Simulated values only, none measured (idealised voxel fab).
Process module in this document: voxel lift off
The cross-section on display is named cut; it measures 285 nm wide, and its cells are 5 nm squares.
A cross-section is written here as square cells arranged in a grid, and it is given in bands from the top down, each band taking up one or more rows of cells.
Band: top height; bottom height; in nm. Then, left to right: material with width in nm, for each material. "everywhere": a single material spanning edge to edge. "blank": empty space.
Heights from 0 (as-received wafer is one material below). Bottom band endless downward, as "from 0 down".
Width spec "30..40" -> top row of cells at first value, bottom row at second value, equal per-row change in between.
What does "nothing different" mean for a step? It means no cell of the cross-section changed in that step.
Basically, "Sealed-off cavities" tells you about the enclosed voids: empty spaces with no open way to the top, 8 cells or bigger, each written width x height at distance, where distance is from the left edge, all in nm.
Whatever follows a step's settings on its line is a remark the simulator itself makes about that step.
When a step includes a mask, the "overlay nm" setting on its line states how far to the right of its planned place that mask lay, and negative values state how far to the left.

Process steps - plan:
1: RECEIVE with material Si
2: CONFORMAL_DEP with material SiO2, thk nm 10
3: PATTERN with tone open, mask id LINES, material resist, width nm 25, pitch nm 40, thk nm 20, overlay nm 0
4: DIRECTIONAL_DEP with material Ru, thk nm 5
5: STRIP with etch materials resist
6: CONFORMAL_DEP with material SiN, thk nm 10

So this is the incoming wafer in cross-section - it's already been through step 1:
- from 0 down | Si everywhere
- Sealed-off cavities: none

Wafer at module end, in section. Began as above, planned as above, run with one mistake:
- from 20 to 15 | 100 nm blank, 85 nm SiN, 100 nm blank
- from 15 to 10 | SiN everywhere
- from 10 to 5 | 110 nm SiN, 25 nm Ru, 15 nm SiN, 25 nm Ru, 110 nm SiN
- from 5 to 0 | SiO2 everywhere
- from 0 down | Si everywhere
- Sealed-off cavities: none
Run error: step 2 off recipe, ran as CONFORMAL_DEP with material SiO2, thk nm 5
